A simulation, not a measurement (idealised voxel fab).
Process module name: voxel self aligned vias
Pictured: cross-section cut, 205 nm wide, on a grid of 5 nm square cells.
Reading order for cross-sections: top band down to bottom band. Underlying form: a grid of square cells. Band size: one or more rows of cells.
First you get the band's top height and its bottom height, in nm, and then the materials it's made of, left to right, with each width in nm. If you see a single material with "throughout", that one covers the band edge to edge. "air" is empty space.
Note: height 0 marks the level under which the wafer is uniformly one material as received. Lowest band unbounded below, written "from 0 down".
The notation "30..40" denotes a width that varies across the rows of cells in the band, beginning at the first number in the top row, finishing at the second number in the bottom row, and changing by an identical amount from each row to the next.
"no alterations made" (step): cross-section cells unchanged, all of them.
The entry "Fully sealed cavities" lists the empty spaces that cover at least 8 cells and have no open path to the top. Each is written as width x height at distance, where the distance is measured from the left edge and all three values are in nm.
after a step's settings: what the simulator itself notes on the step
Regarding "overlay nm": on a step with a mask, it is the distance the mask lay to the right of its planned place; a negative value places it to the left.
What follows is a series of pairs. Each pair shows a cross-section before one process step and the cross-section after it, and the after view is drawn only down to the lowest band that changed. Beneath each pair is the step that lies between the two, with its settings. Pairs may come from different runs of this module on the same starting wafer, so a pair continues from the one above it only where its entry headed "Geometry before processing" says so.

[Geometry before processing]
	from 55 to 45  aC 35 nm / air 50 nm / aC 120 nm
	from 45 to 35  lowk 35 nm / air 50 nm / lowk 120 nm
	from 35 to 30  lowk 35 nm / air 10 nm / SiN 30 nm / air 10 nm / lowk 40 nm / SiN 30 nm / lowk 50 nm
	from 30 to 25  lowk 45 nm / SiN 30 nm / lowk 50 nm / SiN 30 nm / lowk 50 nm
	from 25 to 20  lowk 45 nm / TiN 5 nm / Ru 20 nm / TiN 5 nm / lowk 50 nm / TiN 5 nm / Ru 20 nm / TiN 5 nm / lowk 50 nm
	from 20 to 15  lowk 45 nm / TiN 30 nm / lowk 50 nm / TiN 30 nm / lowk 50 nm
	from 15 to 10  SiCN throughout
	from 10 to 0  SiO2 throughout
	from 0 down  Si throughout
	Fully sealed cavities: none

[Resulting Structure]
	from 55 to 45  aC 35 nm / air 50 nm / aC 120 nm
	from 45 to 35  lowk 35 nm / air 50 nm / lowk 120 nm
	from 35 to 25  lowk 35..45 nm / air 50..30 nm / lowk 40..50 nm / SiN 30 nm / lowk 50 nm
	below 25: unchanged
	Fully sealed cavities: none
What was done to get from the before section above to the after section? DIRECTIONAL_ETCH [etch materials SiN] [depth nm 10]

Geometry before processing: see the after view in the pair directly above.

[Resulting Structure]
	from 45 to 35  lowk 35 nm / air 50 nm / lowk 120 nm
	below 35: unchanged
	Fully sealed cavities: none
What was done to get from the before section above to the after section? STRIP [etch materials aC]

Geometry before processing: see the after view in the pair directly above.

[Resulting Structure]
	from 50 to 45  TiN 40 nm / air 40 nm / TiN 125 nm
	from 45 to 35  lowk 35 nm / TiN 5 nm / air 40 nm / TiN 5 nm / lowk 120 nm
	from 35 to 30  lowk 35 nm / TiN 15 nm / air 20 nm / TiN 15 nm / lowk 40 nm / SiN 30 nm / lowk 50 nm
	from 30 to 25  lowk 45 nm / TiN 30 nm / lowk 50 nm / SiN 30 nm / lowk 50 nm
	below 25: unchanged
	Fully sealed cavities: none
What was done to get from the before section above to the after section? CONFORMAL_DEP [material TiN] [thk nm 5]

Geometry before processing: see the after view in the pair directly above.

[Resulting Structure]
	from 60 to 50  W throughout
	from 50 to 45  TiN 40 nm / W 40 nm / TiN 125 nm
	from 45 to 35  lowk 35 nm / TiN 5 nm / W 40 nm / TiN 5 nm / lowk 120 nm
	from 35 to 30  lowk 35 nm / TiN 15 nm / W 20 nm / TiN 15 nm / lowk 40 nm / SiN 30 nm / lowk 50 nm
	below 30: unchanged
	Fully sealed cavities: none
What was done to get from the before section above to the after section? FILL_DEP [material W] [thk nm 10]

Geometry before processing: see the after view in the pair directly above.

[Resulting Structure]
	from 50 to 45  TiN 40 nm / W 40 nm / TiN 125 nm
	below 45: unchanged
	Fully sealed cavities: none
What was done to get from the before section above to the after section? CMP [height nm 50]

Geometry before processing: see the after view in the pair directly above.

[Resulting Structure]
	from 55 to 50  SiN throughout
	below 50: unchanged
	Fully sealed cavities: none
What was done to get from the before section above to the after section? CONFORMAL_DEP [material SiN] [thk nm 5]

[Geometry before processing]
	from 60 to 50  aC throughout
	from 50 to 35  lowk throughout
	from 35 to 25  lowk 45 nm / SiN 30 nm / lowk 50 nm / SiN 30 nm / lowk 50 nm
	from 25 to 20  lowk 45 nm / TiN 5 nm / Ru 20 nm / TiN 5 nm / lowk 50 nm / TiN 5 nm / Ru 20 nm / TiN 5 nm / lowk 50 nm
	from 20 to 15  lowk 45 nm / TiN 30 nm / lowk 50 nm / TiN 30 nm / lowk 50 nm
	from 15 to 10  SiCN throughout
	from 10 to 0  SiO2 throughout
	from 0 down  Si throughout
	Fully sealed cavities: none

[Resulting Structure]
	from 90 to 60  resist 35 nm / air 55 nm / resist 115 nm
	below 60: unchanged
	Fully sealed cavities: none
What was done to get from the before section above to the after section? PATTERN [tone open] [mask id VIAS] [material resist] [width nm 55] [thk nm 30] [overlay nm 0]

Geometry before processing: see the after view in the pair directly above.

[Resulting Structure]
	from 80 to 60  resist 35 nm / air 55 nm / resist 115 nm
	from 60 to 50  aC 35 nm / air 55 nm / aC 115 nm
	below 50: unchanged
	Fully sealed cavities: none
What was done to get from the before section above to the after section? DIRECTIONAL_ETCH [etch materials aC] [depth nm 10]

Geometry before processing: see the after view in the pair directly above.

[Resulting Structure]
	from 60 to 50  aC 35 nm / air 55 nm / aC 115 nm
	below 50: unchanged
	Fully sealed cavities: none
What was done to get from the before section above to the after section? STRIP [etch materials resist]

Geometry before processing: see the after view in the pair directly above.

[Resulting Structure]
	from 60 to 50  aC 35 nm / air 55 nm / aC 115 nm
	from 50 to 35  lowk 35 nm / air 55 nm / lowk 115 nm
	below 35: unchanged
	Fully sealed cavities: none
What was done to get from the before section above to the after section? DIRECTIONAL_ETCH [etch materials lowk] [depth nm 15]

Geometry before processing: see the after view in the pair directly above.

[Resulting Structure]
	from 60 to 50  aC 35 nm / air 55 nm / aC 115 nm
	from 50 to 35  lowk 35 nm / air 55 nm / lowk 115 nm
	from 35 to 25  lowk 45 nm / air 30 nm / lowk 50 nm / SiN 30 nm / lowk 50 nm
	below 25: unchanged
	Fully sealed cavities: none
What was done to get from the before section above to the after section? DIRECTIONAL_ETCH [etch materials SiN] [depth nm 10]

Geometry before processing: see the after view in the pair directly above.

[Resulting Structure]
	from 50 to 35  lowk 35 nm / air 55 nm / lowk 115 nm
	below 35: unchanged
	Fully sealed cavities: none
What was done to get from the before section above to the after section? STRIP [etch materials aC]

Geometry before processing: see the after view in the pair directly above.

[Resulting Structure]
	from 55 to 50  TiN 40 nm / air 45 nm / TiN 120 nm
	from 50 to 40  lowk 35 nm / TiN 5 nm / air 45 nm / TiN 5 nm / lowk 115 nm
	from 40 to 35  lowk 35 nm / TiN 15 nm / air 20 nm / TiN 20 nm / lowk 115 nm
	from 35 to 30  lowk 45 nm / TiN 5 nm / air 20 nm / TiN 5 nm / lowk 50 nm / SiN 30 nm / lowk 50 nm
	from 30 to 25  lowk 45 nm / TiN 30 nm / lowk 50 nm / SiN 30 nm / lowk 50 nm
	below 25: unchanged
	Fully sealed cavities: none
What was done to get from the before section above to the after section? CONFORMAL_DEP [material TiN] [thk nm 5]

Geometry before processing: see the after view in the pair directly above.

[Resulting Structure]
	from 65 to 55  W throughout
	from 55 to 50  TiN 40 nm / W 45 nm / TiN 120 nm
	from 50 to 40  lowk 35 nm / TiN 5 nm / W 45 nm / TiN 5 nm / lowk 115 nm
	from 40 to 35  lowk 35 nm / TiN 15 nm / W 20 nm / TiN 20 nm / lowk 115 nm
	from 35 to 30  lowk 45 nm / TiN 5 nm / W 20 nm / TiN 5 nm / lowk 50 nm / SiN 30 nm / lowk 50 nm
	below 30: unchanged
	Fully sealed cavities: none
What was done to get from the before section above to the after section? FILL_DEP [material W] [thk nm 10]

Geometry before processing: see the after view in the pair directly above.

[Resulting Structure]
	from 50 to 40  lowk 35 nm / TiN 5 nm / W 45 nm / TiN 5 nm / lowk 115 nm
	below 40: unchanged
	Fully sealed cavities: none
What was done to get from the before section above to the after section? CMP [height nm 50]

Geometry before processing: see the after view in the pair directly above.

[Resulting Structure]
	from 55 to 50  SiN throughout
	below 50: unchanged
	Fully sealed cavities: none
What was done to get from the before section above to the after section? CONFORMAL_DEP [material SiN] [thk nm 5]

[Geometry before processing]
	from 45 to 35  aC throughout
	from 35 to 15  lowk throughout
	from 15 to 10  SiCN throughout
	from 10 to 0  SiO2 throughout
	from 0 down  Si throughout
	Fully sealed cavities: none

[Resulting Structure]
	from 75 to 45  resist 50 nm / air 30 nm / resist 50 nm / air 30 nm / resist 45 nm
	below 45: unchanged
	Fully sealed cavities: none
What was done to get from the before section above to the after section? PATTERN [tone open] [mask id LINES] [material resist] [width nm 30] [pitch nm 80] [thk nm 30] [overlay nm 5]

Geometry before processing: see the after view in the pair directly above.

[Resulting Structure]
	from 65 to 45  resist 50 nm / air 30 nm / resist 50 nm / air 30 nm / resist 45 nm
	from 45 to 35  aC 50 nm / air 30 nm / aC 50 nm / air 30 nm / aC 45 nm
	below 35: unchanged
	Fully sealed cavities: none
What was done to get from the before section above to the after section? DIRECTIONAL_ETCH [etch materials aC] [depth nm 10]

Geometry before processing: see the after view in the pair directly above.

[Resulting Structure]
	from 45 to 35  aC 50 nm / air 30 nm / aC 50 nm / air 30 nm / aC 45 nm
	below 35: unchanged
	Fully sealed cavities: none
What was done to get from the before section above to the after section? STRIP [etch materials resist]

Geometry before processing: see the after view in the pair directly above.

[Resulting Structure]
	from 45 to 35  aC 50 nm / air 30 nm / aC 50 nm / air 30 nm / aC 45 nm
	from 35 to 15  lowk 50 nm / air 30 nm / lowk 50 nm / air 30 nm / lowk 45 nm
	below 15: unchanged
	Fully sealed cavities: none
What was done to get from the before section above to the after section? DIRECTIONAL_ETCH [etch materials lowk] [depth nm 20]

Geometry before processing: see the after view in the pair directly above.

[Resulting Structure]
	from 35 to 15  lowk 50 nm / air 30 nm / lowk 50 nm / air 30 nm / lowk 45 nm
	below 15: unchanged
	Fully sealed cavities: none
What was done to get from the before section above to the after section? STRIP [etch materials aC]

Geometry before processing: see the after view in the pair directly above.

[Resulting Structure]
	from 40 to 35  TiN 55 nm / air 20 nm / TiN 60 nm / air 20 nm / TiN 50 nm
	from 35 to 20  lowk 50 nm / TiN 5 nm / air 20 nm / TiN 5 nm / lowk 50 nm / TiN 5 nm / air 20 nm / TiN 5 nm / lowk 45 nm
	from 20 to 15  lowk 50 nm / TiN 30 nm / lowk 50 nm / TiN 30 nm / lowk 45 nm
	below 15: unchanged
	Fully sealed cavities: none
What was done to get from the before section above to the after section? CONFORMAL_DEP [material TiN] [thk nm 5]

Geometry before processing: see the after view in the pair directly above.

[Resulting Structure]
	from 45 to 40  Ru throughout
	from 40 to 35  TiN 55 nm / Ru 20 nm / TiN 60 nm / Ru 20 nm / TiN 50 nm
	from 35 to 20  lowk 50 nm / TiN 5 nm / Ru 20 nm / TiN 5 nm / lowk 50 nm / TiN 5 nm / Ru 20 nm / TiN 5 nm / lowk 45 nm
	below 20: unchanged
	Fully sealed cavities: none
What was done to get from the before section above to the after section? FILL_DEP [material Ru] [thk nm 5]

Geometry before processing: see the after view in the pair directly above.

[Resulting Structure]
	from 35 to 20  lowk 50 nm / TiN 5 nm / Ru 20 nm / TiN 5 nm / lowk 50 nm / TiN 5 nm / Ru 20 nm / TiN 5 nm / lowk 45 nm
	below 20: unchanged
	Fully sealed cavities: none
What was done to get from the before section above to the after section? CMP [height nm 35]

Geometry before processing: see the after view in the pair directly above.

[Resulting Structure]
	from 35 to 25  lowk 50 nm / air 30 nm / lowk 50 nm / air 30 nm / lowk 45 nm
	below 25: unchanged
	Fully sealed cavities: none
What was done to get from the before section above to the after section? SELECTIVE_ETCH [etch materials W Ru TiN] [depth nm 10]

Geometry before processing: see the after view in the pair directly above.

[Resulting Structure]
	from 45 to 35  SiN throughout
	from 35 to 25  lowk 50 nm / SiN 30 nm / lowk 50 nm / SiN 30 nm / lowk 45 nm
	below 25: unchanged
	Fully sealed cavities: none
What was done to get from the before section above to the after section? FILL_DEP [material SiN] [thk nm 10]

Geometry before processing: see the after view in the pair directly above.

[Resulting Structure]
	from 35 to 25  lowk 50 nm / SiN 30 nm / lowk 50 nm / SiN 30 nm / lowk 45 nm
	below 25: unchanged
	Fully sealed cavities: none
What was done to get from the before section above to the after section? CMP [height nm 35]

Geometry before processing: see the after view in the pair directly above.

[Resulting Structure]
	from 50 to 35  lowk throughout
	below 35: unchanged
	Fully sealed cavities: none
What was done to get from the before section above to the after section? DIRECTIONAL_DEP [material lowk] [thk nm 15]

Geometry before processing: see the after view in the pair directly above.

[Resulting Structure]
	from 60 to 50  aC throughout
	below 50: unchanged
	Fully sealed cavities: none
What was done to get from the before section above to the after section? DIRECTIONAL_DEP [material aC] [thk nm 10]

Geometry before processing: see the after view in the pair directly above.

[Resulting Structure]
	from 90 to 60  resist 35 nm / air 50 nm / resist 120 nm
	below 60: unchanged
	Fully sealed cavities: none
What was done to get from the before section above to the after section? PATTERN [tone open] [mask id VIAS] [material resist] [width nm 50] [thk nm 30] [overlay nm 0]

Geometry before processing: see the after view in the pair directly above.

[Resulting Structure]
	from 80 to 60  resist 35 nm / air 50 nm / resist 120 nm
	from 60 to 50  aC 35 nm / air 50 nm / aC 120 nm
	below 50: unchanged
	Fully sealed cavities: none
What was done to get from the before section above to the after section? DIRECTIONAL_ETCH [etch materials aC] [depth nm 10]

Geometry before processing: see the after view in the pair directly above.

[Resulting Structure]
	from 60 to 50  aC 35 nm / air 50 nm / aC 120 nm
	below 50: unchanged
	Fully sealed cavities: none
What was done to get from the before section above to the after section? STRIP [etch materials resist]

Geometry before processing: see the after view in the pair directly above.

[Resulting Structure]
	from 60 to 50  aC 35 nm / air 50 nm / aC 120 nm
	from 50 to 35  lowk 35 nm / air 50 nm / lowk 120 nm
	below 35: unchanged
	Fully sealed cavities: none
What was done to get from the before section above to the after section? DIRECTIONAL_ETCH [etch materials lowk] [depth nm 15]

Geometry before processing: see the after view in the pair directly above.

[Resulting Structure]
	from 60 to 50  aC 35 nm / air 50 nm / aC 120 nm
	from 50 to 35  lowk 35 nm / air 50 nm / lowk 120 nm
	from 35 to 25  lowk 50 nm / air 30 nm / lowk 50 nm / SiN 30 nm / lowk 45 nm
	below 25: unchanged
	Fully sealed cavities: none
What was done to get from the before section above to the after section? DIRECTIONAL_ETCH [etch materials SiN] [depth nm 10]

Geometry before processing: see the after view in the pair directly above.

[Resulting Structure]
	from 50 to 35  lowk 35 nm / air 50 nm / lowk 120 nm
	below 35: unchanged
	Fully sealed cavities: none
What was done to get from the before section above to the after section? STRIP [etch materials aC]

Geometry before processing: see the after view in the pair directly above.

[Resulting Structure]
	from 55 to 50  TiN 40 nm / air 40 nm / TiN 125 nm
	from 50 to 40  lowk 35 nm / TiN 5 nm / air 40 nm / TiN 5 nm / lowk 120 nm
	from 40 to 35  lowk 35 nm / TiN 20 nm / air 20 nm / TiN 10 nm / lowk 120 nm
	from 35 to 30  lowk 50 nm / TiN 5 nm / air 20 nm / TiN 5 nm / lowk 50 nm / SiN 30 nm / lowk 45 nm
	from 30 to 25  lowk 50 nm / TiN 30 nm / lowk 50 nm / SiN 30 nm / lowk 45 nm
	below 25: unchanged
	Fully sealed cavities: none
What was done to get from the before section above to the after section? CONFORMAL_DEP [material TiN] [thk nm 5]

Geometry before processing: see the after view in the pair directly above.

[Resulting Structure]
	from 65 to 55  W throughout
	from 55 to 50  TiN 40 nm / W 40 nm / TiN 125 nm
	from 50 to 40  lowk 35 nm / TiN 5 nm / W 40 nm / TiN 5 nm / lowk 120 nm
	from 40 to 35  lowk 35 nm / TiN 20 nm / W 20 nm / TiN 10 nm / lowk 120 nm
	from 35 to 30  lowk 50 nm / TiN 5 nm / W 20 nm / TiN 5 nm / lowk 50 nm / SiN 30 nm / lowk 45 nm
	below 30: unchanged
	Fully sealed cavities: none
What was done to get from the before section above to the after section? FILL_DEP [material W] [thk nm 10]

Geometry before processing: see the after view in the pair directly above.

[Resulting Structure]
	from 50 to 40  lowk 35 nm / TiN 5 nm / W 40 nm / TiN 5 nm / lowk 120 nm
	below 40: unchanged
	Fully sealed cavities: none
What was done to get from the before section above to the after section? CMP [height nm 50]

Geometry before processing: see the after view in the pair directly above.

[Resulting Structure]
	from 55 to 50  SiN throughout
	below 50: unchanged
	Fully sealed cavities: none
What was done to get from the before section above to the after section? CONFORMAL_DEP [material SiN] [thk nm 5]

[Geometry before processing]
	from 40 to 35  TiN 50 nm / air 20 nm / TiN 60 nm / air 20 nm / TiN 55 nm
	from 35 to 20  lowk 45 nm / TiN 5 nm / air 20 nm / TiN 5 nm / lowk 50 nm / TiN 5 nm / air 20 nm / TiN 5 nm / lowk 50 nm
	from 20 to 15  lowk 45 nm / TiN 30 nm / lowk 50 nm / TiN 30 nm / lowk 50 nm
	from 15 to 10  SiCN throughout
	from 10 to 0  SiO2 throughout
	from 0 down  Si throughout
	Fully sealed cavities: none

[Resulting Structure]
	from 45 to 40  W throughout
	from 40 to 35  TiN 50 nm / W 20 nm / TiN 60 nm / W 20 nm / TiN 55 nm
	from 35 to 20  lowk 45 nm / TiN 5 nm / W 20 nm / TiN 5 nm / lowk 50 nm / TiN 5 nm / W 20 nm / TiN 5 nm / lowk 50 nm
	below 20: unchanged
	Fully sealed cavities: none
What was done to get from the before section above to the after section? FILL_DEP [material W] [thk nm 5]

Geometry before processing: see the after view in the pair directly above.

[Resulting Structure]
	from 35 to 20  lowk 45 nm / TiN 5 nm / W 20 nm / TiN 5 nm / lowk 50 nm / TiN 5 nm / W 20 nm / TiN 5 nm / lowk 50 nm
	below 20: unchanged
	Fully sealed cavities: none
What was done to get from the before section above to the after section? CMP [height nm 35]

Geometry before processing: see the after view in the pair directly above.

[Resulting Structure]
	from 35 to 25  lowk 45 nm / air 30 nm / lowk 50 nm / air 30 nm / lowk 50 nm
	below 25: unchanged
	Fully sealed cavities: none
What was done to get from the before section above to the after section? SELECTIVE_ETCH [etch materials W Ru TiN] [depth nm 10]

Geometry before processing: see the after view in the pair directly above.

[Resulting Structure]
	from 45 to 35  SiN throughout
	from 35 to 25  lowk 45 nm / SiN 30 nm / lowk 50 nm / SiN 30 nm / lowk 50 nm
	below 25: unchanged
	Fully sealed cavities: none
What was done to get from the before section above to the after section? FILL_DEP [material SiN] [thk nm 10]

Geometry before processing: see the after view in the pair directly above.

[Resulting Structure]
	from 35 to 25  lowk 45 nm / SiN 30 nm / lowk 50 nm / SiN 30 nm / lowk 50 nm
	below 25: unchanged
	Fully sealed cavities: none
What was done to get from the before section above to the after section? CMP [height nm 35]

Geometry before processing: see the after view in the pair directly above.

[Resulting Structure]
	from 50 to 35  lowk throughout
	below 35: unchanged
	Fully sealed cavities: none
What was done to get from the before section above to the after section? DIRECTIONAL_DEP [material lowk] [thk nm 15]

Geometry before processing: see the after view in the pair directly above.

[Resulting Structure]
	from 60 to 50  aC throughout
	below 50: unchanged
	Fully sealed cavities: none
What was done to get from the before section above to the after section? DIRECTIONAL_DEP [material aC] [thk nm 10]

Geometry before processing: see the after view in the pair directly above.

[Resulting Structure]
	from 90 to 60  resist 35 nm / air 50 nm / resist 120 nm
	below 60: unchanged
	Fully sealed cavities: none
What was done to get from the before section above to the after section? PATTERN [tone open] [mask id VIAS] [material resist] [width nm 50] [thk nm 30] [overlay nm 0]

Geometry before processing: see the after view in the pair directly above.

[Resulting Structure]
	from 80 to 60  resist 35 nm / air 50 nm / resist 120 nm
	from 60 to 50  aC 35 nm / air 50 nm / aC 120 nm
	below 50: unchanged
	Fully sealed cavities: none
What was done to get from the before section above to the after section? DIRECTIONAL_ETCH [etch materials aC] [depth nm 10]

Geometry before processing: see the after view in the pair directly above.

[Resulting Structure]
	from 60 to 50  aC 35 nm / air 50 nm / aC 120 nm
	below 50: unchanged
	Fully sealed cavities: none
What was done to get from the before section above to the after section? STRIP [etch materials resist]

Geometry before processing: see the after view in the pair directly above.

[Resulting Structure]
	from 60 to 50  aC 35 nm / air 50 nm / aC 120 nm
	from 50 to 35  lowk 35 nm / air 50 nm / lowk 120 nm
	below 35: unchanged
	Fully sealed cavities: none
What was done to get from the before section above to the after section? DIRECTIONAL_ETCH [etch materials lowk] [depth nm 15]

Geometry before processing: see the after view in the pair directly above.

[Resulting Structure]
	from 60 to 50  aC 35 nm / air 50 nm / aC 120 nm
	from 50 to 35  lowk 35 nm / air 50 nm / lowk 120 nm
	from 35 to 25  lowk 45 nm / air 30 nm / lowk 50 nm / SiN 30 nm / lowk 50 nm
	below 25: unchanged
	Fully sealed cavities: none
What was done to get from the before section above to the after section? DIRECTIONAL_ETCH [etch materials SiN] [depth nm 10]

Geometry before processing: see the after view in the pair directly above.

[Resulting Structure]
	from 50 to 35  lowk 35 nm / air 50 nm / lowk 120 nm
	below 35: unchanged
	Fully sealed cavities: none
What was done to get from the before section above to the after section? STRIP [etch materials aC]

Geometry before processing: see the after view in the pair directly above.

[Resulting Structure]
	from 55 to 50  TiN 40 nm / air 40 nm / TiN 125 nm
	from 50 to 40  lowk 35 nm / TiN 5 nm / air 40 nm / TiN 5 nm / lowk 120 nm
	from 40 to 35  lowk 35 nm / TiN 15 nm / air 20 nm / TiN 15 nm / lowk 120 nm
	from 35 to 30  lowk 45 nm / TiN 5 nm / air 20 nm / TiN 5 nm / lowk 50 nm / SiN 30 nm / lowk 50 nm
	from 30 to 25  lowk 45 nm / TiN 30 nm / lowk 50 nm / SiN 30 nm / lowk 50 nm
	below 25: unchanged
	Fully sealed cavities: none
What was done to get from the before section above to the after section? CONFORMAL_DEP [material TiN] [thk nm 5]

Geometry before processing: see the after view in the pair directly above.

[Resulting Structure]
	from 65 to 55  W throughout
	from 55 to 50  TiN 40 nm / W 40 nm / TiN 125 nm
	from 50 to 40  lowk 35 nm / TiN 5 nm / W 40 nm / TiN 5 nm / lowk 120 nm
	from 40 to 35  lowk 35 nm / TiN 15 nm / W 20 nm / TiN 15 nm / lowk 120 nm
	from 35 to 30  lowk 45 nm / TiN 5 nm / W 20 nm / TiN 5 nm / lowk 50 nm / SiN 30 nm / lowk 50 nm
	below 30: unchanged
	Fully sealed cavities: none
What was done to get from the before section above to the after section? FILL_DEP [material W] [thk nm 10]

Geometry before processing: see the after view in the pair directly above.

[Resulting Structure]
	from 50 to 40  lowk 35 nm / TiN 5 nm / W 40 nm / TiN 5 nm / lowk 120 nm
	below 40: unchanged
	Fully sealed cavities: none
What was done to get from the before section above to the after section? CMP [height nm 50]

Geometry before processing: see the after view in the pair directly above.

[Resulting Structure]
	from 55 to 50  SiN throughout
	below 50: unchanged
	Fully sealed cavities: none
What was done to get from the before section above to the after section? CONFORMAL_DEP [material SiN] [thk nm 5]

[Geometry before processing]
	from 60 to 50  aC throughout
	from 50 to 35  lowk throughout
	from 35 to 25  lowk 45 nm / SiN 30 nm / lowk 50 nm / SiN 30 nm / lowk 50 nm
	from 25 to 20  lowk 45 nm / TiN 5 nm / Ru 20 nm / TiN 5 nm / lowk 50 nm / TiN 5 nm / Ru 20 nm / TiN 5 nm / lowk 50 nm
	from 20 to 15  lowk 45 nm / TiN 30 nm / lowk 50 nm / TiN 30 nm / lowk 50 nm
	from 15 to 10  SiCN throughout
	from 10 to 0  SiO2 throughout
	from 0 down  Si throughout
	Fully sealed cavities: none

[Resulting Structure]
	from 90 to 60  air 35 nm / resist 50 nm / air 120 nm
	below 60: unchanged
	Fully sealed cavities: none
What was done to get from the before section above to the after section? PATTERN [tone cover] [mask id VIAS] [material resist] [width nm 50] [thk nm 30] [overlay nm 0]

Geometry before processing: see the after view in the pair directly above.

[Resulting Structure]
	from 80 to 60  air 35 nm / resist 50 nm / air 120 nm
	from 60 to 50  air 35 nm / aC 50 nm / air 120 nm
	below 50: unchanged
	Fully sealed cavities: none
What was done to get from the before section above to the after section? DIRECTIONAL_ETCH [etch materials aC] [depth nm 10]

Geometry before processing: see the after view in the pair directly above.

[Resulting Structure]
	from 60 to 50  air 35 nm / aC 50 nm / air 120 nm
	below 50: unchanged
	Fully sealed cavities: none
What was done to get from the before section above to the after section? STRIP [etch materials resist]

Geometry before processing: see the after view in the pair directly above.

[Resulting Structure]
	from 60 to 50  air 35 nm / aC 50 nm / air 120 nm
	from 50 to 35  air 35 nm / lowk 50 nm / air 120 nm
	below 35: unchanged
	Fully sealed cavities: none
What was done to get from the before section above to the after section? DIRECTIONAL_ETCH [etch materials lowk] [depth nm 15]

Geometry before processing: see the after view in the pair directly above.

[Resulting Structure]
	from 60 to 50  air 35 nm / aC 50 nm / air 120 nm
	from 50 to 35  air 35 nm / lowk 50 nm / air 120 nm
	from 35 to 25  lowk 45 nm / SiN 30 nm / lowk 50 nm / air 30 nm / lowk 50 nm
	below 25: unchanged
	Fully sealed cavities: none
What was done to get from the before section above to the after section? DIRECTIONAL_ETCH [etch materials SiN] [depth nm 10]

Geometry before processing: see the after view in the pair directly above.

[Resulting Structure]
	from 50 to 35  air 35 nm / lowk 50 nm / air 120 nm
	below 35: unchanged
	Fully sealed cavities: none
What was done to get from the before section above to the after section? STRIP [etch materials aC]

Geometry before processing: see the after view in the pair directly above.

[Resulting Structure]
	from 55 to 50  air 30 nm / TiN 60 nm / air 115 nm
	from 50 to 40  air 30 nm / TiN 5 nm / lowk 50 nm / TiN 5 nm / air 115 nm
	from 40 to 35  TiN 35 nm / lowk 50 nm / TiN 45 nm / air 20 nm / TiN 55 nm
	from 35 to 30  lowk 45 nm / SiN 30 nm / lowk 50 nm / TiN 5 nm / air 20 nm / TiN 5 nm / lowk 50 nm
	from 30 to 25  lowk 45 nm / SiN 30 nm / lowk 50 nm / TiN 30 nm / lowk 50 nm
	below 25: unchanged
	Fully sealed cavities: none
What was done to get from the before section above to the after section? CONFORMAL_DEP [material TiN] [thk nm 5]

Geometry before processing: see the after view in the pair directly above.

[Resulting Structure]
	from 65 to 55  W throughout
	from 55 to 50  W 30 nm / TiN 60 nm / W 115 nm
	from 50 to 40  W 30 nm / TiN 5 nm / lowk 50 nm / TiN 5 nm / W 115 nm
	from 40 to 35  TiN 35 nm / lowk 50 nm / TiN 45 nm / W 20 nm / TiN 55 nm
	from 35 to 30  lowk 45 nm / SiN 30 nm / lowk 50 nm / TiN 5 nm / W 20 nm / TiN 5 nm / lowk 50 nm
	below 30: unchanged
	Fully sealed cavities: none
What was done to get from the before section above to the after section? FILL_DEP [material W] [thk nm 10]

Geometry before processing: see the after view in the pair directly above.

[Resulting Structure]
	from 50 to 40  W 30 nm / TiN 5 nm / lowk 50 nm / TiN 5 nm / W 115 nm
	below 40: unchanged
	Fully sealed cavities: none
What was done to get from the before section above to the after section? CMP [height nm 50]

Geometry before processing: see the after view in the pair directly above.

[Resulting Structure]
	from 55 to 50  SiN throughout
	below 50: unchanged
	Fully sealed cavities: none
What was done to get from the before section above to the after section? CONFORMAL_DEP [material SiN] [thk nm 5]
